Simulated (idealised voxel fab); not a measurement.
The name of this process module is voxel air gaps.
This is section cut - it's 245 nm across, gridded in 5 nm square cells.
This document writes a cross-section as a grid whose cells are square, and gives it as bands, listed from the top down; one or more rows of cells form a band.
Heads up on the band format: heights come first, top then bottom, in nm. After that it's the materials left to right, each with its width in nm. A single material flagged "edge to edge" fills the whole band edge to edge, and "empty" means there's empty space there.
The level at which height equals 0 is the one under which the wafer, as it arrives, is entirely one material. No lower edge exists for the bottom band, which continues downward and is notated as in "0 down".
Width spec "30 to 40" -> top row of cells at first value, bottom row at second value, equal per-row change in between.
Where the words "no modifications" appear for a step, the cross-section shows no cell changed by that step; every cell remained as before.
The list in "Encapsulated voids" covers empty spaces of 8 cells or more that cannot reach the top through any open way, and it gives each as width x height at distance; the distance is from the left edge, and width, height and distance are in nm.
Whatever follows a step's settings on its line is a remark the simulator itself makes about that step.
overlay nm, on a step with a mask: how far to the right of its planned place the mask lay; to the left if negative

## The planned process steps are enumerated hereunder
- 1: op RECEIVE | material Si
- 2: op CONFORMAL_DEP | material SiO2 | thk nm 15
- 3: op CONFORMAL_DEP | material SiN | thk nm 5
- 4: op DIRECTIONAL_DEP | material lowk | thk nm 30
- 5: op DIRECTIONAL_DEP | material aC | thk nm 15
- 6: op PATTERN | tone open | mask id LINES | material resist | width nm 25 | pitch nm 55 | thk nm 30 | overlay nm 0
- 7: op DIRECTIONAL_ETCH | etch materials aC | depth nm 15
- 8: op STRIP | etch materials resist
- 9: op DIRECTIONAL_ETCH | etch materials lowk | depth nm 30
- 10: op STRIP | etch materials aC
- 11: op CONFORMAL_DEP | material TiN | thk nm 5
- 12: op FILL_DEP | material W | thk nm 10
- 13: op CMP | height nm 50
- 14: op EPI | material Ru | thk nm 10
- 15: op SELECTIVE_ETCH | etch materials lowk | depth nm 40
- 16: op CONFORMAL_DEP | material SiN | thk nm 5

## Shown in cross-section is the wafer as received, that is, as it stands after step 1
	0 down = Si edge to edge
	Encapsulated voids: none

## First of two wafers at the end of the module, shown in cross-section; run carried out as planned
	65 to 60 = 40 empty / 165 SiN / 40 empty
	60 to 50 = 40 empty / 5 SiN / 45 Ru / 10 SiN / 45 Ru / 10 SiN / 45 Ru / 5 SiN / 40 empty
	50 to 45 = 40 empty / 15 SiN / 5 TiN / 15 W / 5 TiN / 30 SiN / 5 TiN / 15 W / 5 TiN / 30 SiN / 5 TiN / 15 W / 5 TiN / 15 SiN / 40 empty
	45 to 25 = 50 empty / 5 SiN / 5 TiN / 15 W / 5 TiN / 5 SiN / 20 empty / 5 SiN / 5 TiN / 15 W / 5 TiN / 5 SiN / 20 empty / 5 SiN / 5 TiN / 15 W / 5 TiN / 5 SiN / 50 empty
	25 to 20 = 55 SiN / 25 TiN / 30 SiN / 25 TiN / 30 SiN / 25 TiN / 55 SiN
	20 to 15 = SiN edge to edge
	15 to 0 = SiO2 edge to edge
	0 down = Si edge to edge
	Encapsulated voids: 20 x 20 at 85; 20 x 20 at 140

## So this is wafer number two of the two, cut at the end of the module - it started where the first did and had the same plan, we just got one thing wrong running it
	65 to 60 = 35 empty / 165 SiN / 45 empty
	60 to 50 = 35 empty / 5 SiN / 45 Ru / 10 SiN / 45 Ru / 10 SiN / 45 Ru / 5 SiN / 45 empty
	50 to 45 = 35 empty / 15 SiN / 5 TiN / 15 W / 5 TiN / 30 SiN / 5 TiN / 15 W / 5 TiN / 30 SiN / 5 TiN / 15 W / 5 TiN / 15 SiN / 45 empty
	45 to 25 = 45 empty / 5 SiN / 5 TiN / 15 W / 5 TiN / 5 SiN / 20 empty / 5 SiN / 5 TiN / 15 W / 5 TiN / 5 SiN / 20 empty / 5 SiN / 5 TiN / 15 W / 5 TiN / 5 SiN / 55 empty
	25 to 20 = 50 SiN / 25 TiN / 30 SiN / 25 TiN / 30 SiN / 25 TiN / 60 SiN
	20 to 15 = SiN edge to edge
	15 to 0 = SiO2 edge to edge
	0 down = Si edge to edge
	Encapsulated voids: 20 x 20 at 80; 20 x 20 at 135
What was the processing mistake? step 6 was run on a setting that differed from the plan, and what really ran there is op PATTERN | tone open | mask id LINES | material resist | width nm 25 | pitch nm 55 | thk nm 30 | overlay nm -5
At the close, every material occupies the same number of cells on the second wafer as on the first, only in different positions.
